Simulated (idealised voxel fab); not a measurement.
Module name: voxel self aligned vias (process module)
280 nm wide, 5 nm square cells: that's cross-section cut.
The cross-sections in this document take the form of a grid made of square cells. They are written out as bands, in order from top to bottom. Each band consists of one or more rows of cells.
Top height, bottom height, nm. Materials left to right, width each, nm. Single material + "all across" = fills band edge to edge. "empty" = empty.
Heights are expressed relative to 0, this being the level below which the as-received wafer comprises one material exclusively. The lowest band is unbounded in the downward direction and is denoted as in "0 and below".
The width entry "30..40" should be interpreted row by row: the top row of cells in the band takes the first number, the bottom row takes the second number, and the change between adjacent rows is uniform throughout.
Where a step carries "same as before", the cross-section came out of it unchanged, cell for cell.
"Enclosed void listing" lists enclosed empty spaces (at least 8 cells, no open path upward to the top), each as width x height at distance from the left edge, in nm.
Note: text after step settings on the step line = simulator remark on that step.
"overlay nm", when on a step's line for a step with a mask, measures how far to the right of its planned place the mask lay; a negative measure means to the left.

# Steps planned for the process
| 1 | RECEIVE: material Si |
| 2 | CONFORMAL_DEP: material SiO2, thk nm 15 |
| 3 | CONFORMAL_DEP: material SiCN, thk nm 5 |
| 4 | DIRECTIONAL_DEP: material SiO2, thk nm 30 |
| 5 | MASKED_ETCH: tone open, mask id LINES, width nm 30, pitch nm 65, etch materials SiO2, depth nm 30, overlay nm 0 |
| 6 | CONFORMAL_DEP: material TiN, thk nm 5 |
| 7 | FILL_DEP: material Ru, thk nm 5 |
| 8 | CMP: height nm 50 |
| 9 | SELECTIVE_ETCH: etch materials W Ru TiN, depth nm 5 |
| 10 | FILL_DEP: material SiN, thk nm 5 |
| 11 | CMP: height nm 50 |
| 12 | DIRECTIONAL_DEP: material SiO2, thk nm 15 |
| 13 | MASKED_ETCH: tone open, mask id VIAS, width nm 40, pitch nm 130, etch materials SiO2, depth nm 15, overlay nm 0 |
| 14 | MASKED_ETCH: tone open, mask id VIAS, width nm 40, pitch nm 130, etch materials SiN, depth nm 5, overlay nm 0 |
| 15 | CONFORMAL_DEP: material TiN, thk nm 5 |
| 16 | FILL_DEP: material Ru, thk nm 5 |
| 17 | CMP: height nm 65 |
| 18 | CONFORMAL_DEP: material SiN, thk nm 5 |

# On the first of the two wafers: run conducted according to plan

# Wafer as received: cross-section following step 1
  0 and below = Si all across
  Enclosed void listing: none

# Cross-sectional representation of the wafer at the conclusion of step 2
  15 down to 0 = SiO2 all across
  Everything below 0 is unchanged.

# Cross-sectional representation of the wafer at the conclusion of step 3
  20 down to 15 = SiCN all across
  Everything below 15 is unchanged.

# Cross-sectional representation of the wafer at the conclusion of step 4
  50 down to 20 = SiO2 all across
  Everything below 20 is unchanged.

# Cross-sectional representation of the wafer at the conclusion of step 5
  50 down to 20 = 60 SiO2, 30 empty, 35 SiO2, 30 empty, 35 SiO2, 30 empty, 60 SiO2
  Everything below 20 is unchanged.

# Cross-sectional representation of the wafer at the conclusion of step 6
  55 down to 50 = 65 TiN, 20 empty, 45 TiN, 20 empty, 45 TiN, 20 empty, 65 TiN
  50 down to 25 = 60 SiO2, 5 TiN, 20 empty, 5 TiN, 35 SiO2, 5 TiN, 20 empty, 5 TiN, 35 SiO2, 5 TiN, 20 empty, 5 TiN, 60 SiO2
  25 down to 20 = 60 SiO2, 30 TiN, 35 SiO2, 30 TiN, 35 SiO2, 30 TiN, 60 SiO2
  Everything below 20 is unchanged.

# Cross-sectional representation of the wafer at the conclusion of step 7
  60 down to 55 = Ru all across
  55 down to 50 = 65 TiN, 20 Ru, 45 TiN, 20 Ru, 45 TiN, 20 Ru, 65 TiN
  50 down to 25 = 60 SiO2, 5 TiN, 20 Ru, 5 TiN, 35 SiO2, 5 TiN, 20 Ru, 5 TiN, 35 SiO2, 5 TiN, 20 Ru, 5 TiN, 60 SiO2
  Everything below 25 is unchanged.

# Cross-sectional representation of the wafer at the conclusion of step 8
  50 down to 25 = 60 SiO2, 5 TiN, 20 Ru, 5 TiN, 35 SiO2, 5 TiN, 20 Ru, 5 TiN, 35 SiO2, 5 TiN, 20 Ru, 5 TiN, 60 SiO2
  Everything below 25 is unchanged.

# Cross-sectional representation of the wafer at the conclusion of step 9
  50 down to 45 = 60 SiO2, 30 empty, 35 SiO2, 30 empty, 35 SiO2, 30 empty, 60 SiO2
  Everything below 45 is unchanged.

# Cross-sectional representation of the wafer at the conclusion of step 10
  55 down to 50 = SiN all across
  50 down to 45 = 60 SiO2, 30 SiN, 35 SiO2, 30 SiN, 35 SiO2, 30 SiN, 60 SiO2
  Everything below 45 is unchanged.

# Cross-sectional representation of the wafer at the conclusion of step 11
  50 down to 45 = 60 SiO2, 30 SiN, 35 SiO2, 30 SiN, 35 SiO2, 30 SiN, 60 SiO2
  Everything below 45 is unchanged.

# Cross-sectional representation of the wafer at the conclusion of step 12
  65 down to 50 = SiO2 all across
  Everything below 50 is unchanged.

# Cross-sectional representation of the wafer at the conclusion of step 13
  65 down to 50 = 55 SiO2, 40 empty, 90 SiO2, 40 empty, 55 SiO2
  Everything below 50 is unchanged.

# Cross-sectional representation of the wafer at the conclusion of step 14
  65 down to 50 = 55 SiO2, 40 empty, 90 SiO2, 40 empty, 55 SiO2
  50 down to 45 = 60 SiO2, 30 empty, 35 SiO2, 30 SiN, 35 SiO2, 30 empty, 60 SiO2
  Everything below 45 is unchanged.

# Cross-sectional representation of the wafer at the conclusion of step 15
  70 down to 65 = 60 TiN, 30 empty, 100 TiN, 30 empty, 60 TiN
  65 down to 55 = 55 SiO2, 5 TiN, 30 empty, 5 TiN, 90 SiO2, 5 TiN, 30 empty, 5 TiN, 55 SiO2
  55 down to 50 = 55 SiO2, 10 TiN, 20 empty, 10 TiN, 90 SiO2, 10 TiN, 20 empty, 10 TiN, 55 SiO2
  50 down to 45 = 60 SiO2, 30 TiN, 35 SiO2, 30 SiN, 35 SiO2, 30 TiN, 60 SiO2
  Everything below 45 is unchanged.

# Cross-sectional representation of the wafer at the conclusion of step 16
  75 down to 70 = Ru all across
  70 down to 65 = 60 TiN, 30 Ru, 100 TiN, 30 Ru, 60 TiN
  65 down to 55 = 55 SiO2, 5 TiN, 30 Ru, 5 TiN, 90 SiO2, 5 TiN, 30 Ru, 5 TiN, 55 SiO2
  55 down to 50 = 55 SiO2, 10 TiN, 20 Ru, 10 TiN, 90 SiO2, 10 TiN, 20 Ru, 10 TiN, 55 SiO2
  Everything below 50 is unchanged.

# Cross-sectional representation of the wafer at the conclusion of step 17
  65 down to 55 = 55 SiO2, 5 TiN, 30 Ru, 5 TiN, 90 SiO2, 5 TiN, 30 Ru, 5 TiN, 55 SiO2
  Everything below 55 is unchanged.

# Cross-sectional representation of the wafer at the conclusion of step 18
  70 down to 65 = SiN all across
  Everything below 65 is unchanged.

# Notes, second wafer: start = first wafer's, plan = first wafer's, execution had one mistake; history identical to first through step 4

# What the second wafer looks like in cross-section when step 5 should have wrapped up
  50 down to 20 = 60 empty, 30 SiO2, 35 empty, 30 SiO2, 35 empty, 30 SiO2, 60 empty
  Everything below 20 is unchanged.

# What the second wafer looks like in cross-section when step 6 should have wrapped up
  55 down to 50 = 55 empty, 40 TiN, 25 empty, 40 TiN, 25 empty, 40 TiN, 55 empty
  50 down to 25 = 55 empty, 5 TiN, 30 SiO2, 5 TiN, 25 empty, 5 TiN, 30 SiO2, 5 TiN, 25 empty, 5 TiN, 30 SiO2, 5 TiN, 55 empty
  25 down to 20 = 60 TiN, 30 SiO2, 35 TiN, 30 SiO2, 35 TiN, 30 SiO2, 60 TiN
  Everything below 20 is unchanged.

# What the second wafer looks like in cross-section when step 7 should have wrapped up
  60 down to 55 = Ru all across
  55 down to 50 = 55 Ru, 40 TiN, 25 Ru, 40 TiN, 25 Ru, 40 TiN, 55 Ru
  50 down to 25 = 55 Ru, 5 TiN, 30 SiO2, 5 TiN, 25 Ru, 5 TiN, 30 SiO2, 5 TiN, 25 Ru, 5 TiN, 30 SiO2, 5 TiN, 55 Ru
  Everything below 25 is unchanged.

# What the second wafer looks like in cross-section when step 8 should have wrapped up
  50 down to 25 = 55 Ru, 5 TiN, 30 SiO2, 5 TiN, 25 Ru, 5 TiN, 30 SiO2, 5 TiN, 25 Ru, 5 TiN, 30 SiO2, 5 TiN, 55 Ru
  Everything below 25 is unchanged.

# What the second wafer looks like in cross-section when step 9 should have wrapped up
  50 down to 45 = 60 empty, 30 SiO2, 35 empty, 30 SiO2, 35 empty, 30 SiO2, 60 empty
  Everything below 45 is unchanged.

# What the second wafer looks like in cross-section when step 10 should have wrapped up
  55 down to 50 = SiN all across
  50 down to 45 = 60 SiN, 30 SiO2, 35 SiN, 30 SiO2, 35 SiN, 30 SiO2, 60 SiN
  Everything below 45 is unchanged.

# What the second wafer looks like in cross-section when step 11 should have wrapped up
  50 down to 45 = 60 SiN, 30 SiO2, 35 SiN, 30 SiO2, 35 SiN, 30 SiO2, 60 SiN
  Everything below 45 is unchanged.

# What the second wafer looks like in cross-section when step 12 should have wrapped up
  65 down to 50 = SiO2 all across
  Everything below 50 is unchanged.

# What the second wafer looks like in cross-section when step 13 should have wrapped up
  65 down to 50 = 55 SiO2, 40 empty, 90 SiO2, 40 empty, 55 SiO2
  Everything below 50 is unchanged.

# What the second wafer looks like in cross-section when step 14 should have wrapped up
  65 down to 50 = 55 SiO2, 40 empty, 90 SiO2, 40 empty, 55 SiO2
  50 down to 45 = 55 SiN, 5 empty, 30 SiO2, 5 empty, 30 SiN, 30 SiO2, 30 SiN, 5 empty, 30 SiO2, 5 empty, 55 SiN
  Everything below 45 is unchanged.

# What the second wafer looks like in cross-section when step 15 should have wrapped up
  70 down to 65 = 60 TiN, 30 empty, 100 TiN, 30 empty, 60 TiN
  65 down to 55 = 55 SiO2, 5 TiN, 30 empty, 5 TiN, 90 SiO2, 5 TiN, 30 empty, 5 TiN, 55 SiO2
  55 down to 50 = 55 SiO2, 40 TiN, 90 SiO2, 40 TiN, 55 SiO2
  50 down to 45 = 55 SiN, 5 TiN, 30 SiO2, 5 TiN, 30 SiN, 30 SiO2, 30 SiN, 5 TiN, 30 SiO2, 5 TiN, 55 SiN
  Everything below 45 is unchanged.

# What the second wafer looks like in cross-section when step 16 should have wrapped up
  75 down to 70 = Ru all across
  70 down to 65 = 60 TiN, 30 Ru, 100 TiN, 30 Ru, 60 TiN
  65 down to 55 = 55 SiO2, 5 TiN, 30 Ru, 5 TiN, 90 SiO2, 5 TiN, 30 Ru, 5 TiN, 55 SiO2
  Everything below 55 is unchanged.

# What the second wafer looks like in cross-section when step 17 should have wrapped up
  65 down to 55 = 55 SiO2, 5 TiN, 30 Ru, 5 TiN, 90 SiO2, 5 TiN, 30 Ru, 5 TiN, 55 SiO2
  Everything below 55 is unchanged.

# What the second wafer looks like in cross-section when step 18 should have wrapped up
  70 down to 65 = SiN all across
  Everything below 65 is unchanged.
So what did we get wrong on this run? step 5 was run on a setting that differed from the plan, and what really ran there is MASKED_ETCH: tone cover, mask id LINES, width nm 30, pitch nm 65, etch materials SiO2, depth nm 30, overlay nm 0
Bottom line after processing is that, in cells, the second wafer is up or down on some materials versus the first: Ru: 72 more; SiN: 28 more; SiO2: 120 fewer; TiN: 20 more
